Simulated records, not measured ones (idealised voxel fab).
voxel transistor to metal: a process module
The width of the displayed cross-section, cut, is 170 nm; its cells are square, with a size of 5 nm.
Just so we're on the same page, the cross-sections are grids of square cells, and they're listed out in bands top to bottom, each band one or more rows deep.
Band: top height; bottom height; in nm. Then, left to right: material with width in nm, for each material. "all across": a single material spanning edge to edge. "empty": empty space.
Convention: height 0 is the level below which the wafer, as received, is all one material. The lowest band does not terminate at the bottom but continues downward, represented as "0 nm and below".
The expression "30 to 40" gives the width at the extremes of the band, the first number at its top row of cells and the second at its bottom row, with the width changing by equal amounts from each row to the next in between.
Where a step carries "remained the same", the cross-section came out of it unchanged, cell for cell.
What "Sealed void listing" gives you is every empty space of 8 cells or more that is cut off from the top. Each appears as width x height at distance, with the distance taken from the left edge and width, height and distance all in nm.
Formally, on a step line, whatever follows the settings is a remark that the simulator itself makes on the step.
overlay nm: right-of-plan distance of the mask on a masked step; negative values mean left-of-plan.

**Process steps - plan**
step 1: RECEIVE with material Si
step 2: OXIDIZE with depth nm 5
step 3: CONFORMAL_DEP with material SiN, thk nm 10
step 4: MASKED_ETCH with tone cover, mask id ACTIVE, width nm 100, etch materials SiN, depth nm 10, overlay nm 0
step 5: MASKED_ETCH with tone cover, mask id ACTIVE, width nm 100, etch materials SiO2, depth nm 5, overlay nm 0
step 6: MASKED_ETCH with tone cover, mask id ACTIVE, width nm 100, etch materials Si, depth nm 30, overlay nm 0
step 7: FILL_DEP with material SiO2, thk nm 10
step 8: CMP with height nm 10
step 9: SELECTIVE_ETCH with etch materials SiO2, depth nm 10
step 10: STRIP with etch materials SiN
step 11: SELECTIVE_ETCH with etch materials SiO2, depth nm 5
step 12: OXIDIZE with depth nm 5
step 13: DIRECTIONAL_DEP with material polySi, thk nm 30
step 14: DIRECTIONAL_DEP with material SiCN, thk nm 10
step 15: PATTERN with tone cover, mask id GATE, material resist, width nm 30, thk nm 15, overlay nm 0
step 16: DIRECTIONAL_ETCH with etch materials SiCN, depth nm 20
step 17: DIRECTIONAL_ETCH with etch materials polySi, depth nm 40
step 18: STRIP with etch materials resist
step 19: CONFORMAL_DEP with material SiO2, thk nm 5
step 20: DIRECTIONAL_ETCH with etch materials SiO2, depth nm 5
step 21: CONFORMAL_DEP with material SiN, thk nm 10
step 22: DIRECTIONAL_ETCH with etch materials SiN, depth nm 10
step 23: DIRECTIONAL_ETCH with etch materials SiO2, depth nm 5
step 24: DIRECTIONAL_ETCH with etch materials Si, depth nm 10
step 25: EPI with material nSi, thk nm 10
step 26: FILL_DEP with material SiO2, thk nm 10
step 27: CMP with height nm 25
step 28: STRIP with etch materials polySi
step 29: SELECTIVE_ETCH with etch materials SiO2, depth nm 5
step 30: CONFORMAL_DEP with material HfO2, thk nm 5
step 31: CONFORMAL_DEP with material TiN, thk nm 5
step 32: FILL_DEP with material W, thk nm 10
step 33: CMP with height nm 20
step 34: DIRECTIONAL_DEP with material SiO2, thk nm 15
step 35: PATTERN with tone open, mask id CONTACT, material resist, width nm 15, pitch nm 75, thk nm 20, overlay nm 0
step 36: DIRECTIONAL_ETCH with etch materials SiO2, depth nm 45
step 37: STRIP with etch materials resist
step 38: CONFORMAL_DEP with material TiN, thk nm 5
step 39: FILL_DEP with material W, thk nm 5
step 40: CMP with height nm 35
step 41: CONFORMAL_DEP with material SiN, thk nm 5
step 42: DIRECTIONAL_DEP with material lowk, thk nm 20
step 43: MASKED_ETCH with tone open, mask id METAL_1, width nm 15, pitch nm 75, etch materials lowk, depth nm 20, overlay nm 0
step 44: MASKED_ETCH with tone open, mask id METAL_1, width nm 15, pitch nm 75, etch materials SiN, depth nm 5, overlay nm 0
step 45: CONFORMAL_DEP with material TiN, thk nm 5
step 46: FILL_DEP with material Ru, thk nm 10
step 47: CMP with height nm 60
step 48: EPI with material Ru, thk nm 5
step 49: FILL_DEP with material SiCN, thk nm 5
step 50: DIRECTIONAL_DEP with material lowk, thk nm 25
step 51: MASKED_ETCH with tone open, mask id METAL_2, width nm 15, pitch nm 75, etch materials lowk, depth nm 15, overlay nm 0
step 52: MASKED_ETCH with tone open, mask id METAL_2_HOLES, width nm 15, pitch nm 75, etch materials lowk, depth nm 10, overlay nm 0
step 53: MASKED_ETCH with tone open, mask id METAL_2_HOLES, width nm 15, pitch nm 75, etch materials SiCN, depth nm 5, overlay nm 0
step 54: CONFORMAL_DEP with material TiN, thk nm 5
step 55: FILL_DEP with material Cu, thk nm 10
step 56: CMP with height nm 95
step 57: CONFORMAL_DEP with material SiCN, thk nm 5

**Cross-section of the wafer as it came to us, i.e., already through step 1**
> 0 nm and below  Si all across
> Sealed void listing: none

**Cross-section, first of two wafers, end of module, run as planned**
> 100 nm to 95 nm  SiCN all across
> 95 nm to 70 nm  40 nm lowk / 5 nm TiN / 5 nm Cu / 5 nm TiN / 60 nm lowk / 5 nm TiN / 5 nm Cu / 5 nm TiN / 40 nm lowk
> 70 nm to 65 nm  40 nm SiCN / 15 nm TiN / 60 nm SiCN / 15 nm TiN / 40 nm SiCN
> 65 nm to 60 nm  35 nm SiCN / 25 nm Ru / 50 nm SiCN / 25 nm Ru / 35 nm SiCN
> 60 nm to 40 nm  40 nm lowk / 5 nm TiN / 5 nm Ru / 5 nm TiN / 60 nm lowk / 5 nm TiN / 5 nm Ru / 5 nm TiN / 40 nm lowk
> 40 nm to 35 nm  40 nm SiN / 15 nm TiN / 60 nm SiN / 15 nm TiN / 40 nm SiN
> 35 nm to 20 nm  40 nm SiO2 / 5 nm TiN / 5 nm W / 5 nm TiN / 60 nm SiO2 / 5 nm TiN / 5 nm W / 5 nm TiN / 40 nm SiO2
> 20 nm to 5 nm  40 nm SiO2 / 5 nm TiN / 5 nm W / 5 nm TiN / 10 nm SiN / 5 nm HfO2 / 5 nm TiN / 20 nm W / 5 nm TiN / 5 nm HfO2 / 10 nm SiN / 5 nm TiN / 5 nm W / 5 nm TiN / 40 nm SiO2
> 5 nm to 0 nm  40 nm SiO2 / 15 nm TiN / 10 nm SiN / 5 nm HfO2 / 5 nm TiN / 20 nm W / 5 nm TiN / 5 nm HfO2 / 10 nm SiN / 15 nm TiN / 40 nm SiO2
> 0 nm to -5 nm  40 nm SiO2 / 5 nm TiN / 10 nm nSi / 10 nm SiN / 5 nm HfO2 / 30 nm TiN / 5 nm HfO2 / 10 nm SiN / 10 nm nSi / 5 nm TiN / 40 nm SiO2
> -5 nm to -10 nm  40 nm SiO2 / 5 nm TiN / 10 nm nSi / 10 nm SiO2 / 40 nm HfO2 / 10 nm SiO2 / 10 nm nSi / 5 nm TiN / 40 nm SiO2
> -10 nm to -20 nm  35 nm SiO2 / 20 nm nSi / 60 nm Si / 20 nm nSi / 35 nm SiO2
> -20 nm to -35 nm  35 nm SiO2 / 100 nm Si / 35 nm SiO2
> -35 nm and below  Si all across
> Sealed void listing: none

**Cross-sectional view of the second of two wafers upon completion of the module. This wafer shared its starting condition and process plan with the first; one error was made during its execution**
> 100 nm to 95 nm  SiCN all across
> 95 nm to 70 nm  40 nm lowk / 5 nm TiN / 5 nm Cu / 5 nm TiN / 60 nm lowk / 5 nm TiN / 5 nm Cu / 5 nm TiN / 40 nm lowk
> 70 nm to 65 nm  40 nm SiCN / 15 nm TiN / 60 nm SiCN / 15 nm TiN / 40 nm SiCN
> 65 nm to 60 nm  35 nm SiCN / 25 nm Ru / 50 nm SiCN / 25 nm Ru / 35 nm SiCN
> 60 nm to 40 nm  40 nm lowk / 5 nm TiN / 5 nm Ru / 5 nm TiN / 60 nm lowk / 5 nm TiN / 5 nm Ru / 5 nm TiN / 40 nm lowk
> 40 nm to 35 nm  40 nm SiN / 15 nm TiN / 60 nm SiN / 15 nm TiN / 40 nm SiN
> 35 nm to 20 nm  40 nm SiO2 / 5 nm TiN / 5 nm W / 5 nm TiN / 60 nm SiO2 / 5 nm TiN / 5 nm W / 5 nm TiN / 40 nm SiO2
> 20 nm to 5 nm  40 nm SiO2 / 5 nm TiN / 5 nm W / 5 nm TiN / 10 nm SiN / 10 nm HfO2 / 20 nm W / 10 nm HfO2 / 10 nm SiN / 5 nm TiN / 5 nm W / 5 nm TiN / 40 nm SiO2
> 5 nm to 0 nm  40 nm SiO2 / 15 nm TiN / 10 nm SiN / 10 nm HfO2 / 20 nm W / 10 nm HfO2 / 10 nm SiN / 15 nm TiN / 40 nm SiO2
> 0 nm to -5 nm  40 nm SiO2 / 5 nm TiN / 10 nm nSi / 10 nm SiN / 40 nm HfO2 / 10 nm SiN / 10 nm nSi / 5 nm TiN / 40 nm SiO2
> -5 nm to -10 nm  40 nm SiO2 / 5 nm TiN / 10 nm nSi / 10 nm SiO2 / 40 nm HfO2 / 10 nm SiO2 / 10 nm nSi / 5 nm TiN / 40 nm SiO2
> -10 nm to -20 nm  35 nm SiO2 / 20 nm nSi / 60 nm Si / 20 nm nSi / 35 nm SiO2
> -20 nm to -35 nm  35 nm SiO2 / 100 nm Si / 35 nm SiO2
> -35 nm and below  Si all across
> Sealed void listing: none
Heads up, the wafer didn't run the way we planned it: step 31 was run on a setting that differed from the plan, and what really ran there is CONFORMAL_DEP with material HfO2, thk nm 5
Wafer comparison, final, in cells, second relative to first, materials more or fewer: 14 more of HfO2, 14 fewer of TiN
